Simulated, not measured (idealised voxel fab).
The following process module bears the name voxel tone inversion.
Cross-section cut spans 230 nm and uses square cells 5 nm in size.
In what follows, cross-sections appear as grids of square cells, described through bands that run from the top down, where every band is one or more rows of cells.
Each band's line starts with the height of the band's top and of its bottom, in nm. Then come its materials from left to right, each with its width in nm. One material with "edge to edge" fills the band from edge to edge. "blank" is empty space.
The reference from which all heights are counted is 0, the level beneath which the as-received wafer is entirely one material; the lowest band, having no lower bound, proceeds downward and is written after the example "z 0 and below".
With a width like "30..40", each row of cells in the band differs from the next by the same amount, the top row carrying the first number and the bottom row the second.
"nothing was modified", as given for a step, is the statement that not any cell of the cross-section underwent a change during that step.
Look at "closed voids" for the closed voids: empty spaces with no open path to the top, sized 8 cells or up. Each is width x height at distance, distance from the left edge, all nm.
That trailing text on a step's line, after the settings, is the simulator's own remark on the step.
The setting "overlay nm" may be written on the line of a step. When the step uses a mask, the value reports how far to the right of the planned place the mask lay, and a negative value reports that it lay to the left.
Process steps - plan:
1: op RECEIVE | material Si
2: op CONFORMAL_DEP | material SiCN | thk nm 10
3: op DIRECTIONAL_DEP | material polySi | thk nm 20
4: op PATTERN | tone cover | mask id POSTS | material resist | width nm 20 | pitch nm 40 | thk nm 30 | overlay nm 0
5: op DIRECTIONAL_ETCH | etch materials polySi | depth nm 20
6: op STRIP | etch materials resist
7: op FILL_DEP | material SiO2 | thk nm 5
8: op CMP | height nm 30
9: op STRIP | etch materials polySi
10: op CONFORMAL_DEP | material TiN | thk nm 5
11: op FILL_DEP | material W | thk nm 5
12: op CMP | height nm 30
13: op CONFORMAL_DEP | material SiCN | thk nm 5
Shown in cross-section is the wafer as received, that is, as it stands after step 1:
* z 0 and below | Si edge to edge
* closed voids: none
Starting wafer: above. Plan: above. Run: one mistake. Cross-section after the module: below:
* z 35 to 30 | SiCN edge to edge
* z 30 to 15 | SiO2 (80) / TiN (5) / W (10) / TiN (5) / SiO2 (20) / TiN (5) / W (10) / TiN (5) / SiO2 (90)
* z 15 to 10 | SiO2 (80) / TiN (20) / SiO2 (20) / TiN (20) / SiO2 (90)
* z 10 to 0 | SiCN edge to edge
* z 0 and below | Si edge to edge
* closed voids: none
Plan not followed: off-plan run, step 4, actual operation and settings op PATTERN | tone cover | mask id POSTS | material resist | width nm 20 | pitch nm 40 | thk nm 30 | overlay nm -5
